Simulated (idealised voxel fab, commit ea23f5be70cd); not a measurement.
process module | voxel self aligned contacts
cross-section cut | 275 nm wide | cells 5 nm
A cross-section is a grid of square cells, given in bands from the top down. A band is one or more rows of cells.
Each band's line starts with the height of the band's top and of its bottom, in nm. Then come its materials from left to right, each with its width in nm. One material with "throughout" fills the band from edge to edge. "air" is empty space.
Height 0 is the level under which the wafer as received is all one material. The lowest band goes on downwards, as in "0 down".
A width such as "30 to 40" changes by the same amount from each row of cells to the next, from the band's top row to its bottom row.
"no change" after a step means that no cell of the cross-section changed.
closed voids: empty space of 8 cells or more with no open way to the top, each as width x height at its distance from the left edge, in nm
after a step's settings: what the simulator itself notes on the step
overlay nm, on a step with a mask: how far to the right of its planned place the mask lay; to the left if negative
plan
1 op RECEIVE | material Si
2 op OXIDIZE | depth nm 5
3 op DIRECTIONAL_DEP | material polySi | thk nm 25
4 op DIRECTIONAL_DEP | material SiN | thk nm 15
5 op DIRECTIONAL_DEP | material aC | thk nm 10
6 op PATTERN | tone cover | mask id GATE | material resist | width nm 35 | pitch nm 65 | thk nm 25 | overlay nm 0
7 op DIRECTIONAL_ETCH | etch materials aC | depth nm 10
8 op STRIP | etch materials resist
9 op DIRECTIONAL_ETCH | etch materials SiN | depth nm 15
10 op DIRECTIONAL_ETCH | etch materials polySi | depth nm 25
11 op STRIP | etch materials aC
12 op CONFORMAL_DEP | material SiN | thk nm 5
13 op DIRECTIONAL_ETCH | etch materials SiN | depth nm 5
14 op FILL_DEP | material SiO2 | thk nm 20
15 op CMP | height nm 50
16 op DIRECTIONAL_DEP | material aC | thk nm 15
17 op PATTERN | tone open | mask id CONTACT | material resist | width nm 50 | thk nm 35 | overlay nm 0
18 op DIRECTIONAL_ETCH | etch materials aC | depth nm 15
19 op STRIP | etch materials resist
20 op DIRECTIONAL_ETCH | etch materials SiO2 | depth nm 55
21 op STRIP | etch materials aC
22 op CONFORMAL_DEP | material TiN | thk nm 5
23 op FILL_DEP | material Ru | thk nm 5
24 op CMP | height nm 50
25 op CONFORMAL_DEP | material SiN | thk nm 5
as received, after step 1
  0 down: Si throughout
  closed voids: none
first wafer at the end, as planned
  55 to 50: SiN throughout
  50 to 40: SiO2 110 | TiN 5 to 20 | Ru 40 to 10 | TiN 5 to 20 | SiO2 115
  40 to 25: SiO2 80 | SiN 45 | TiN 5 | Ru 10 | TiN 5 | SiN 45 | SiO2 85
  25 to 0: SiO2 80 | SiN 5 | polySi 35 | SiN 5 | TiN 5 | Ru 10 | TiN 5 | SiN 5 | polySi 35 | SiN 5 | SiO2 85
  0 to -5: SiO2 125 | TiN 20 | SiO2 130
  -5 down: Si throughout
  closed voids: none
second wafer at the end: like start, like plan, one mistake
  55 to 50: SiN throughout
  50 to 40: SiO2 110 | TiN 5 to 20 | Ru 40 to 10 | TiN 5 to 20 | SiO2 115
  40 to 25: SiO2 80 | SiN 45 | TiN 5 | Ru 10 | TiN 5 | SiN 45 | SiO2 85
  25 to 10: SiO2 80 | SiN 5 | polySi 35 | SiN 5 | TiN 5 | Ru 10 | TiN 5 | SiN 5 | polySi 35 | SiN 5 | SiO2 85
  10 to 5: SiO2 80 | SiN 5 | polySi 35 | SiN 5 | TiN 20 | SiN 5 | polySi 35 | SiN 5 | SiO2 85
  5 to 0: SiN 85 | polySi 35 | SiN 30 | polySi 35 | SiN 90
  0 to -5: SiO2 throughout
  -5 down: Si throughout
  closed voids: none
what went wrong: steps 12 and 13 were swapped
at the end the second wafer has, in cells: 4 fewer of Ru | 37 more of SiN | 29 fewer of SiO2 | 4 fewer of TiN
